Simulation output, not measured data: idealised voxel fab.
The process module that follows is named voxel double patterning.
Section shown: cut. Width: 170 nm. Cell size: 5 nm, square.
A cross-section is written here as square cells arranged in a grid, and it is given in bands from the top down, each band taking up one or more rows of cells. First you get the band's top height and its bottom height, in nm, and then the materials it's made of, left to right, with each width in nm. If you see a single material with "throughout", that one covers the band edge to edge. "air" is empty space. Heights are reckoned from 0. Under this level, the received wafer is all of one material. The bottommost band is open-ended downward, for example "0 and below". Note: "30..40" means the width goes from the first number (top row of the band) to the second number (bottom row) in equal steps per row of cells. You'll sometimes find "no modifications" written for a step, and that's the way of saying that nowhere in the cross-section did a cell change during that step. So "Cavities, closed" is basically the list of trapped voids: any empty space of 8 cells or more that can't reach the top through an opening. They're written width x height at distance, the distance being from the left edge, and it's all nm. after a step's settings: what the simulator itself notes on the step. overlay nm: where the mask lay relative to plan, measured to the right, on steps with a mask; negatives go left.

# Process steps - plan
- 1: RECEIVE [material Si]
- 2: CONFORMAL_DEP [material SiN] [thk nm 10]
- 3: DIRECTIONAL_DEP [material SiO2] [thk nm 10]
- 4: DIRECTIONAL_DEP [material SiCN] [thk nm 10]
- 5: DIRECTIONAL_DEP [material aC] [thk nm 15]
- 6: PATTERN [tone open] [mask id FIRST] [material resist] [width nm 15] [pitch nm 50] [thk nm 35] [overlay nm 0]
- 7: DIRECTIONAL_ETCH [etch materials aC] [depth nm 15]
- 8: STRIP [etch materials resist]
- 9: DIRECTIONAL_ETCH [etch materials SiCN] [depth nm 10]
- 10: STRIP [etch materials aC]
- 11: PATTERN [tone open] [mask id SECOND] [material resist] [width nm 15] [thk nm 20] [overlay nm 0]
- 12: DIRECTIONAL_ETCH [etch materials SiCN] [depth nm 10]
- 13: STRIP [etch materials resist]
- 14: DIRECTIONAL_ETCH [etch materials SiO2] [depth nm 10]
- 15: STRIP [etch materials SiCN]

# Cross-section of the incoming wafer, state after step 1
  0 and below = Si throughout
  Cavities, closed: none

# Module complete - cross-section of the first of two wafers, run according to plan
  20 down to 10 = 50 nm SiO2 / 15 nm air / 10 nm SiO2 / 15 nm air / 10 nm SiO2 / 15 nm air / 55 nm SiO2
  10 down to 0 = SiN throughout
  0 and below = Si throughout
  Cavities, closed: none

# Here is the second of the two wafers cut open at the end of the module - same start, same plan as the first one, but we made one mistake running it
  10 down to 0 = 50 nm SiO2 / 15 nm air / 10 nm SiO2 / 15 nm air / 10 nm SiO2 / 15 nm air / 55 nm SiO2
  0 and below = Si throughout
  Cavities, closed: none
Here's what went sideways: step 2 of the plan was omitted and not executed
Count the cells at the end and the second wafer has more or fewer of some materials than the first: SiN -68
